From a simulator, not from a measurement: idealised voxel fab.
process module | voxel gate over fins
cross-section cut | 205 nm wide | cells 5 nm
A cross-section is a grid of square cells, given in bands from the top down. A band is one or more rows of cells.
Each band's line starts with the height of the band's top and of its bottom, in nm. Then come its materials from left to right, each with its width in nm. One material with "throughout" fills the band from edge to edge. "air" is empty space.
Height 0 is the level under which the wafer as received is all one material. The lowest band goes on downwards, as in "0 down".
A width such as "30 to 40" changes by the same amount from each row of cells to the next, from the band's top row to its bottom row.
"no change" after a step means that no cell of the cross-section changed.
closed voids: empty space of 8 cells or more with no open way to the top, each as width x height at its distance from the left edge, in nm
after a step's settings: what the simulator itself notes on the step
overlay nm, on a step with a mask: how far to the right of its planned place the mask lay; to the left if negative
plan
1 op RECEIVE | material Si
2 op CONFORMAL_DEP | material SiN | thk nm 5
3 op MASKED_ETCH | tone cover | mask id FINS | width nm 15 | pitch nm 55 | etch materials SiN | depth nm 5 | overlay nm 0
4 op MASKED_ETCH | tone cover | mask id FINS | width nm 15 | pitch nm 55 | etch materials Si | depth nm 35 | overlay nm 0
5 op OXIDIZE | depth nm 5
6 op FILL_DEP | material SiO2 | thk nm 10
7 op CMP | height nm 5
8 op DIRECTIONAL_DEP | material aC | thk nm 15
9 op PATTERN | tone open | mask id RAIL | material resist | width nm 15 | thk nm 35 | overlay nm 0
10 op DIRECTIONAL_ETCH | etch materials aC | depth nm 15
11 op STRIP | etch materials resist
12 op DIRECTIONAL_ETCH | etch materials SiO2 | depth nm 35
13 op STRIP | etch materials aC
14 op CONFORMAL_DEP | material TiN | thk nm 5
15 op FILL_DEP | material Ru | thk nm 5
16 op CMP | height nm 5
17 op SELECTIVE_ETCH | etch materials W Ru TiN | depth nm 30
18 op FILL_DEP | material SiO2 | thk nm 5
19 op CMP | height nm 5
20 op SELECTIVE_ETCH | etch materials SiO2 | depth nm 20
21 op STRIP | etch materials SiN
22 op CONFORMAL_DEP | material HfO2 | thk nm 5
23 op CONFORMAL_DEP | material TiN | thk nm 5
24 op FILL_DEP | material W | thk nm 15
25 op CMP | height nm 20
26 op CONFORMAL_DEP | material SiCN | thk nm 5
as received, after step 1
  0 down: Si throughout
  closed voids: none
a wafer at the end: this start, this plan, one mistake
  25 to 20: SiCN throughout
  20 to 5: W throughout
  5 to 0: W 40 | TiN 15 | W 40 | TiN 15 | W 40 | TiN 15 | W 40
  0 to -10: W 40 | TiN 5 | Si 5 | TiN 5 | W 40 | TiN 5 | Si 5 | TiN 5 | W 40 | TiN 5 | Si 5 | TiN 5 | W 40
  -10 to -15: TiN 45 | Si 5 | TiN 50 | Si 5 | TiN 50 | Si 5 | TiN 45
  -15 to -25: SiO2 45 | Si 5 | SiO2 50 | Si 5 | SiO2 50 | Si 5 | SiO2 45
  -25 to -30: SiO2 45 | Si 5 | SiO2 15 | TiN 15 | SiO2 20 | Si 5 | SiO2 50 | Si 5 | SiO2 45
  -30 to -40: SiO2 45 | Si 5 | SiO2 50 | Si 5 | SiO2 50 | Si 5 | SiO2 45
  -40 down: Si throughout
  closed voids: none
what went wrong: step 22 was left out
